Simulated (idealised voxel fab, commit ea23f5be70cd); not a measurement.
voxel ribs on slabs: a process module
In the cross-section labelled cut, the width is 140 nm and each square cell is 5 nm.
A cross-section is written here as square cells arranged in a grid, and it is given in bands from the top down, each band taking up one or more rows of cells.
First you get the band's top height and its bottom height, in nm, and then the materials it's made of, left to right, with each width in nm. If you see a single material with "edge to edge", that one covers the band edge to edge. "blank" is empty space.
Below 0: as-received wafer, all one material; heights counted from there. Lowest band: no bottom, goes on down, written "0 and below".
So if you see something like "30..40" for the width, read it as the top row of the band sitting at the first number and the bottom row at the second, with every row in between moving by the same amount as the last.
The designation "nothing altered", where it is given for a processing step, indicates that no cell of the cross-section was altered in the course of that step.
Entry "Sealed void inventory" = empty spaces >= 8 cells with no open way to the top; each as width x height at distance, distance from left edge, all nm.
after a step's settings: what the simulator itself notes on the step
overlay nm: mask right of planned place by this much (step with mask). Neg. = left.
Here's what the planned process steps look like
| 1 | RECEIVE: material Si |
| 2 | DIRECTIONAL_DEP: material SiO2, thk nm 20 |
| 3 | DIRECTIONAL_DEP: material polySi, thk nm 15 |
| 4 | MASKED_ETCH: tone cover, mask id RIB, width nm 15, etch materials polySi, depth nm 10, overlay nm 0 |
| 5 | MASKED_ETCH: tone cover, mask id SLAB, width nm 45, etch materials polySi, depth nm 5, overlay nm 0 |
| 6 | FILL_DEP: material SiO2, thk nm 20 |
| 7 | CMP: height nm 50 |
| 8 | DIRECTIONAL_DEP: material W, thk nm 5 |
| 9 | DIRECTIONAL_DEP: material aC, thk nm 10 |
| 10 | PATTERN: tone cover, mask id HEATER, material resist, width nm 25, thk nm 30, overlay nm 0 |
| 11 | DIRECTIONAL_ETCH: etch materials aC, depth nm 10 |
| 12 | STRIP: etch materials resist |
| 13 | DIRECTIONAL_ETCH: etch materials W, depth nm 5 |
| 14 | STRIP: etch materials aC |
| 15 | CONFORMAL_DEP: material SiN, thk nm 5 |
First of two wafers, processed according to plan
The cross-section here shows the wafer as received, i.e. in its state after step 1
  0 and below: Si edge to edge
  Sealed void inventory: none
Take a look at the wafer's cross-section after step 2
  20 down to 0: SiO2 edge to edge
  Nothing below the height 0 has changed.
Take a look at the wafer's cross-section after step 3
  35 down to 20: polySi edge to edge
  Nothing below the height 20 has changed.
Take a look at the wafer's cross-section after step 4
  35 down to 25: blank (60), then polySi (15), then blank (65)
  Nothing below the height 25 has changed.
Take a look at the wafer's cross-section after step 5
  35 down to 25: blank (60), then polySi (15), then blank (65)
  25 down to 20: blank (45), then polySi (45), then blank (50)
  Nothing below the height 20 has changed.
Take a look at the wafer's cross-section after step 6
  55 down to 35: SiO2 edge to edge
  35 down to 25: SiO2 (60), then polySi (15), then SiO2 (65)
  25 down to 20: SiO2 (45), then polySi (45), then SiO2 (50)
  Nothing below the height 20 has changed.
Take a look at the wafer's cross-section after step 7
  50 down to 35: SiO2 edge to edge
  Nothing below the height 35 has changed.
Take a look at the wafer's cross-section after step 8
  55 down to 50: W edge to edge
  Nothing below the height 50 has changed.
Take a look at the wafer's cross-section after step 9
  65 down to 55: aC edge to edge
  Nothing below the height 55 has changed.
Take a look at the wafer's cross-section after step 10
  95 down to 65: blank (55), then resist (25), then blank (60)
  Nothing below the height 65 has changed.
Take a look at the wafer's cross-section after step 11
  85 down to 65: blank (55), then resist (25), then blank (60)
  65 down to 55: blank (55), then aC (25), then blank (60)
  Nothing below the height 55 has changed.
Take a look at the wafer's cross-section after step 12
  65 down to 55: blank (55), then aC (25), then blank (60)
  Nothing below the height 55 has changed.
Take a look at the wafer's cross-section after step 13
  65 down to 55: blank (55), then aC (25), then blank (60)
  55 down to 50: blank (55), then W (25), then blank (60)
  Nothing below the height 50 has changed.
Take a look at the wafer's cross-section after step 14
  55 down to 50: blank (55), then W (25), then blank (60)
  Nothing below the height 50 has changed.
Take a look at the wafer's cross-section after step 15
  60 down to 55: blank (50), then SiN (35), then blank (55)
  55 down to 50: SiN (55), then W (25), then SiN (60)
  Nothing below the height 50 has changed.
The second wafer: identical to the first at the outset and in its planned sequence, differing only in that one mistake was made during processing; up to and including step 1, its path is the first wafer's path
Second wafer, sectioned view, at step 2's planned end time
  40 down to 0: SiO2 edge to edge
  Nothing below the height 0 has changed.
Second wafer, sectioned view, at step 3's planned end time
  55 down to 40: polySi edge to edge
  Nothing below the height 40 has changed.
Second wafer, sectioned view, at step 4's planned end time
  55 down to 45: blank (60), then polySi (15), then blank (65)
  Nothing below the height 45 has changed.
Second wafer, sectioned view, at step 5's planned end time
  55 down to 45: blank (60), then polySi (15), then blank (65)
  45 down to 40: blank (45), then polySi (45), then blank (50)
  Nothing below the height 40 has changed.
Second wafer, sectioned view, at step 6's planned end time
  75 down to 55: SiO2 edge to edge
  55 down to 45: SiO2 (60), then polySi (15), then SiO2 (65)
  45 down to 40: SiO2 (45), then polySi (45), then SiO2 (50)
  Nothing below the height 40 has changed.
Second wafer, sectioned view, at step 7's planned end time
  50 down to 40: SiO2 (60..45), then polySi (15..45), then SiO2 (65..50)
  Nothing below the height 40 has changed.
Second wafer, sectioned view, at step 8's planned end time
  55 down to 50: W edge to edge
  Nothing below the height 50 has changed.
Second wafer, sectioned view, at step 9's planned end time
  65 down to 55: aC edge to edge
  Nothing below the height 55 has changed.
Second wafer, sectioned view, at step 10's planned end time
  95 down to 65: blank (55), then resist (25), then blank (60)
  Nothing below the height 65 has changed.
Second wafer, sectioned view, at step 11's planned end time
  85 down to 65: blank (55), then resist (25), then blank (60)
  65 down to 55: blank (55), then aC (25), then blank (60)
  Nothing below the height 55 has changed.
Second wafer, sectioned view, at step 12's planned end time
  65 down to 55: blank (55), then aC (25), then blank (60)
  Nothing below the height 55 has changed.
Second wafer, sectioned view, at step 13's planned end time
  65 down to 55: blank (55), then aC (25), then blank (60)
  55 down to 50: blank (55), then W (25), then blank (60)
  Nothing below the height 50 has changed.
Second wafer, sectioned view, at step 14's planned end time
  55 down to 50: blank (55), then W (25), then blank (60)
  Nothing below the height 50 has changed.
Second wafer, sectioned view, at step 15's planned end time
  60 down to 55: blank (50), then SiN (35), then blank (55)
  55 down to 50: SiN (55), then W (25), then SiN (60)
  Nothing below the height 50 has changed.
So what did we get wrong on this run? it should be noted that step 2 of the plan was executed twice
Count the cells at the end and the second wafer has more or fewer of some materials than the first: SiO2 +3; polySi -3
